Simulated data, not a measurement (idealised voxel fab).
Process module name: voxel fin reveal
Shown is cross-section cut, with a width of 140 nm and square cells of size 5 nm.
For the purposes of this document, a cross-section shall be understood as a grid of square cells, specified as bands listed in top-to-bottom order, each band consisting of one or more rows of cells. Within each band entry, the heights of the top and of the bottom of the band appear first, in that order and in nm; the materials of the band then follow from left to right, each with its corresponding width in nm. The designation "throughout" on a single material indicates that it fills the band from edge to edge; the designation "blank" indicates empty space. Convention: height 0 is the level below which the wafer, as received, is all one material. The lowest band does not terminate at the bottom but continues downward, represented as "0 nm and below". It should be noted that a width expressed as "30..40" varies in equal increments from row to row of cells within the band, taking the value of the first number at the top row and that of the second number at the bottom row. Where the words "left unchanged" appear for a step, the cross-section shows no cell changed by that step; every cell remained as before. In the "Unvented internal voids" entry, you get each enclosed empty space of 8 cells or more, one with no open way to the top, written width x height at distance, distance from the left edge, in nm. What comes after the settings on a step's line is commentary from the simulator itself on that step. Among the settings permitted on a step's line is "overlay nm"; applied to a step with a mask, it specifies the extent to which the mask lay to the right of its planned position, whereas a negative figure signifies a position to the left.
# These are the steps we planned for the process
1,RECEIVE: material Si
2,CONFORMAL_DEP: material SiN, thk nm 10
3,MASKED_ETCH: tone cover, mask id FINS, width nm 15, pitch nm 35, etch materials SiN, depth nm 10, overlay nm -15
4,MASKED_ETCH: tone cover, mask id FINS, width nm 15, pitch nm 35, etch materials Si, depth nm 30, overlay nm 0
5,FILL_DEP: material SiO2, thk nm 5
6,CMP: height nm 10
7,SELECTIVE_ETCH: etch materials SiO2, depth nm 25
8,STRIP: etch materials SiN
varied across the wafers: overlay nm of step 3. The plan shows the first wafer's value. All wafers start alike
# This is how the first of several wafers looked in cross-section when it arrived, which is after step 1
    0 nm and below: Si throughout
    Unvented internal voids: none
# First of several wafers in cross-section at module end, following the final step, step 8
    0 nm to -15 nm: blank=30 / Si=30 / blank=5 / Si=30 / blank=45
    -15 nm to -30 nm: SiO2=30 / Si=30 / SiO2=5 / Si=30 / SiO2=45
    -30 nm and below: Si throughout
    Unvented internal voids: none
# X-section, last wafer, module end
    0 nm to -15 nm: blank=45 / Si=30 / blank=5 / Si=30 / blank=30
    -15 nm to -30 nm: SiO2=45 / Si=30 / SiO2=5 / Si=30 / SiO2=30
    -30 nm and below: Si throughout
    Unvented internal voids: none
# Each row below is a wafer at the end of the module, listing for every material the number of cells it has gained (+) or lost (-) since it was received, followed by its closed voids
overlay nm -15; -96 Si; +48 SiO2; Unvented internal voids: none
overlay nm -10; -108 Si; +54 SiO2; Unvented internal voids: none
overlay nm -5; -120 Si; +60 SiO2; Unvented internal voids: none
overlay nm 0; -132 Si; +66 SiO2; Unvented internal voids: none
overlay nm 5; -120 Si; +60 SiO2; Unvented internal voids: none
overlay nm 10; -108 Si; +54 SiO2; Unvented internal voids: none
overlay nm 15; -96 Si; +48 SiO2; Unvented internal voids: none
